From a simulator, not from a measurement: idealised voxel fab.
The document below concerns the process module designated voxel released beams.
Cross-sectional view cut (width: 180 nm; square cell size: 5 nm).
Cross-section = grid of square cells, listed top down in bands; band = one or more rows. Band entry format. Leading values: height of top, height of bottom, nm. Remainder: materials in left-to-right order, each with its width in nm. Special words: "all across" on a single material, which then fills the band edge to edge; "air", empty space. Height 0 is the level under which the wafer as received is all one material. The lowest band goes on downwards, as in "top 0, no bottom". Read "30..40" as a graded width: first number on top, second number at the bottom, same change between each pair of neighbouring rows. For the purposes of this document, the phrase "remained unchanged" attached to a step denotes that no cell within the cross-section was modified by that step. For the entry "Completely sealed voids", the listed items are empty spaces with no open way to the top whose size is 8 cells or more; each item follows the pattern width x height at distance, where distance is from the left edge and all three are in nm. Heads up: the bit after the settings on a step's line is the simulator's remark on that step. overlay nm: mask offset rightward from planned place, masked step; negative means leftward offset.
-- Here's what the planned process steps look like
1,RECEIVE,material Si
2,CONFORMAL_DEP,material SiN,thk nm 5
3,DIRECTIONAL_DEP,material SiO2,thk nm 10
4,DIRECTIONAL_DEP,material aC,thk nm 15
5,PATTERN,tone open,mask id ANCHOR,material resist,width nm 40,thk nm 35,overlay nm 0
6,DIRECTIONAL_ETCH,etch materials aC,depth nm 15
7,STRIP,etch materials resist
8,DIRECTIONAL_ETCH,etch materials SiO2,depth nm 10
9,STRIP,etch materials aC
10,CONFORMAL_DEP,material W,thk nm 15
11,DIRECTIONAL_DEP,material aC,thk nm 10
12,PATTERN,tone cover,mask id BEAM,material resist,width nm 100,thk nm 25,overlay nm 0
13,DIRECTIONAL_ETCH,etch materials aC,depth nm 10
14,STRIP,etch materials resist
15,DIRECTIONAL_ETCH,etch materials W,depth nm 15
16,STRIP,etch materials aC
17,STRIP,etch materials SiO2
-- as received, after step 1
* top 0, no bottom | Si all across
* Completely sealed voids: none
-- Run as planned - first of the two wafers cross-sectioned at the end of the module
* top 30, bottom 20 | 35 air | 20 W | 10 air | 70 W | 45 air
* top 20, bottom 15 | 35 air | 100 W | 45 air
* top 15, bottom 5 | 40 air | 40 W | 100 air
* top 5, bottom 0 | SiN all across
* top 0, no bottom | Si all across
* Completely sealed voids: none
-- So this is wafer number two of the two, cut at the end of the module - it started where the first did and had the same plan, we just got one thing wrong running it
* top 25, bottom 15 | 35 air | 20 W | 10 air | 70 W | 45 air
* top 15, bottom 10 | 35 air | 100 W | 45 air
* top 10, bottom 0 | 40 air | 40 W | 100 air
* top 0, no bottom | Si all across
* Completely sealed voids: none
The mistake made against the process plan was this: step 2 from the plan never happened, it was just skipped
In the final state, the cell counts of the second wafer exceed or fall short of those of the first for the following materials: 36 fewer of SiN
